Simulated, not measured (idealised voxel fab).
Herein follows the process module entitled voxel air gaps.
The cross-section shown here is cut; it is 210 nm wide and divided into square cells measuring 5 nm on a side.
How to read a cross-section here: the picture is a grid of square cells, written as bands going from the top down, and any band can span one or more rows of cells.
Per band: top height and bottom height in nm, followed by the left-to-right materials and their widths in nm; "everywhere" marks a single material spanning edge to edge, "empty" marks empty space.
Zero point of the height axis is 0; under it, received wafer = one material. Lowest band: continues down indefinitely, "0 down".
The width entry "30 to 40" should be interpreted row by row: the top row of cells in the band takes the first number, the bottom row takes the second number, and the change between adjacent rows is uniform throughout.
Any step labelled "no modifications" changed none of the cells in the cross-section.
In "Closed-off voids" the enclosed voids are listed, meaning empty spaces of 8 cells or larger without any opening to the top. The form is width x height at distance, distance from the left edge, units nm.
That trailing text on a step's line, after the settings, is the simulator's own remark on the step.
Regarding "overlay nm": on a step with a mask, it is the distance the mask lay to the right of its planned place; a negative value places it to the left.
### Process steps foreseen in the plan
1 RECEIVE with material Si
2 CONFORMAL_DEP with material SiO2, thk nm 10
3 CONFORMAL_DEP with material SiCN, thk nm 5
4 DIRECTIONAL_DEP with material lowk, thk nm 35
5 MASKED_ETCH with tone open, mask id LINES, width nm 20, pitch nm 50, etch materials lowk, depth nm 35, overlay nm 0
6 CONFORMAL_DEP with material TiN, thk nm 5
7 FILL_DEP with material W, thk nm 5
8 CMP with height nm 50
9 EPI with material Ru, thk nm 10
10 SELECTIVE_ETCH with etch materials lowk, depth nm 45
11 CONFORMAL_DEP with material SiCN, thk nm 5
### So, the first of our two wafers, run just as we planned it
### So this is the incoming wafer in cross-section - it's already been through step 1
* 0 down  Si everywhere
* Closed-off voids: none
### Presented here is a cross-section of the wafer after step 2 has been performed
* 10 to 0  SiO2 everywhere
* Below 0, no change.
### Presented here is a cross-section of the wafer after step 3 has been performed
* 15 to 10  SiCN everywhere
* Below 10, no change.
### Presented here is a cross-section of the wafer after step 4 has been performed
* 50 to 15  lowk everywhere
* Below 15, no change.
### Presented here is a cross-section of the wafer after step 5 has been performed
* 50 to 15  lowk (20) / empty (20) / lowk (30) / empty (20) / lowk (30) / empty (20) / lowk (30) / empty (20) / lowk (20)
* Below 15, no change.
### Presented here is a cross-section of the wafer after step 6 has been performed
* 55 to 50  TiN (25) / empty (10) / TiN (40) / empty (10) / TiN (40) / empty (10) / TiN (40) / empty (10) / TiN (25)
* 50 to 20  lowk (20) / TiN (5) / empty (10) / TiN (5) / lowk (30) / TiN (5) / empty (10) / TiN (5) / lowk (30) / TiN (5) / empty (10) / TiN (5) / lowk (30) / TiN (5) / empty (10) / TiN (5) / lowk (20)
* 20 to 15  lowk (20) / TiN (20) / lowk (30) / TiN (20) / lowk (30) / TiN (20) / lowk (30) / TiN (20) / lowk (20)
* Below 15, no change.
### Presented here is a cross-section of the wafer after step 7 has been performed
* 60 to 55  W everywhere
* 55 to 50  TiN (25) / W (10) / TiN (40) / W (10) / TiN (40) / W (10) / TiN (40) / W (10) / TiN (25)
* 50 to 20  lowk (20) / TiN (5) / W (10) / TiN (5) / lowk (30) / TiN (5) / W (10) / TiN (5) / lowk (30) / TiN (5) / W (10) / TiN (5) / lowk (30) / TiN (5) / W (10) / TiN (5) / lowk (20)
* Below 20, no change.
### Presented here is a cross-section of the wafer after step 8 has been performed
* 50 to 20  lowk (20) / TiN (5) / W (10) / TiN (5) / lowk (30) / TiN (5) / W (10) / TiN (5) / lowk (30) / TiN (5) / W (10) / TiN (5) / lowk (30) / TiN (5) / W (10) / TiN (5) / lowk (20)
* Below 20, no change.
### Presented here is a cross-section of the wafer after step 9 has been performed
* 60 to 50  empty (10) / Ru (40) / empty (10) / Ru (40) / empty (10) / Ru (40) / empty (10) / Ru (40) / empty (10)
* Below 50, no change.
### Presented here is a cross-section of the wafer after step 10 has been performed
* 60 to 50  empty (10) / Ru (40) / empty (10) / Ru (40) / empty (10) / Ru (40) / empty (10) / Ru (40) / empty (10)
* 50 to 20  empty (20) / TiN (5) / W (10) / TiN (5) / empty (30) / TiN (5) / W (10) / TiN (5) / empty (30) / TiN (5) / W (10) / TiN (5) / empty (30) / TiN (5) / W (10) / TiN (5) / empty (20)
* 20 to 15  empty (20) / TiN (20) / empty (30) / TiN (20) / empty (30) / TiN (20) / empty (30) / TiN (20) / empty (20)
* Below 15, no change.
### Presented here is a cross-section of the wafer after step 11 has been performed
* 65 to 60  empty (5) / SiCN (200) / empty (5)
* 60 to 50  empty (5) / SiCN (5) / Ru (40) / SiCN (10) / Ru (40) / SiCN (10) / Ru (40) / SiCN (10) / Ru (40) / SiCN (5) / empty (5)
* 50 to 45  empty (5) / SiCN (15) / TiN (5) / W (10) / TiN (5) / SiCN (30) / TiN (5) / W (10) / TiN (5) / SiCN (30) / TiN (5) / W (10) / TiN (5) / SiCN (30) / TiN (5) / W (10) / TiN (5) / SiCN (15) / empty (5)
* 45 to 20  empty (15) / SiCN (5) / TiN (5) / W (10) / TiN (5) / SiCN (5) / empty (20) / SiCN (5) / TiN (5) / W (10) / TiN (5) / SiCN (5) / empty (20) / SiCN (5) / TiN (5) / W (10) / TiN (5) / SiCN (5) / empty (20) / SiCN (5) / TiN (5) / W (10) / TiN (5) / SiCN (5) / empty (15)
* 20 to 15  SiCN (20) / TiN (20) / SiCN (30) / TiN (20) / SiCN (30) / TiN (20) / SiCN (30) / TiN (20) / SiCN (20)
* Below 15, no change.
* Closed-off voids: 20 x 25 at 45; 20 x 25 at 95; 20 x 25 at 145
### second wafer: like start, like plan, one mistake. Through step 4 it matches the first wafer
### Cross-sectional representation of the second wafer at the time designated in the plan for the completion of step 5
* 50 to 15  empty (20) / lowk (20) / empty (30) / lowk (20) / empty (30) / lowk (20) / empty (30) / lowk (20) / empty (20)
* Below 15, no change.
### Cross-sectional representation of the second wafer at the time designated in the plan for the completion of step 6
* 55 to 50  empty (15) / TiN (30) / empty (20) / TiN (30) / empty (20) / TiN (30) / empty (20) / TiN (30) / empty (15)
* 50 to 20  empty (15) / TiN (5) / lowk (20) / TiN (5) / empty (20) / TiN (5) / lowk (20) / TiN (5) / empty (20) / TiN (5) / lowk (20) / TiN (5) / empty (20) / TiN (5) / lowk (20) / TiN (5) / empty (15)
* 20 to 15  TiN (20) / lowk (20) / TiN (30) / lowk (20) / TiN (30) / lowk (20) / TiN (30) / lowk (20) / TiN (20)
* Below 15, no change.
### Cross-sectional representation of the second wafer at the time designated in the plan for the completion of step 7
* 60 to 55  W everywhere
* 55 to 50  W (15) / TiN (30) / W (20) / TiN (30) / W (20) / TiN (30) / W (20) / TiN (30) / W (15)
* 50 to 20  W (15) / TiN (5) / lowk (20) / TiN (5) / W (20) / TiN (5) / lowk (20) / TiN (5) / W (20) / TiN (5) / lowk (20) / TiN (5) / W (20) / TiN (5) / lowk (20) / TiN (5) / W (15)
* Below 20, no change.
### Cross-sectional representation of the second wafer at the time designated in the plan for the completion of step 8
* 50 to 20  W (15) / TiN (5) / lowk (20) / TiN (5) / W (20) / TiN (5) / lowk (20) / TiN (5) / W (20) / TiN (5) / lowk (20) / TiN (5) / W (20) / TiN (5) / lowk (20) / TiN (5) / W (15)
* Below 20, no change.
### Cross-sectional representation of the second wafer at the time designated in the plan for the completion of step 9
* 60 to 50  Ru everywhere
* Below 50, no change.
Cross-sectional representation of the second wafer at the time designated in the plan for the completion of step 10: no modifications
### Cross-sectional representation of the second wafer at the time designated in the plan for the completion of step 11
* 65 to 60  SiCN everywhere
* Below 60, no change.
Deviation from plan: contrary to plan, step 5 was performed as MASKED_ETCH with tone cover, mask id LINES, width nm 20, pitch nm 50, etch materials lowk, depth nm 35, overlay nm 0
Once processing is complete, comparing cell counts shows that the second wafer has more or fewer of certain materials than the first: Ru +20, SiCN -104, TiN +10, W +60, lowk +112
Final count of closed voids per wafer: 3 in the first, 0 in the second.
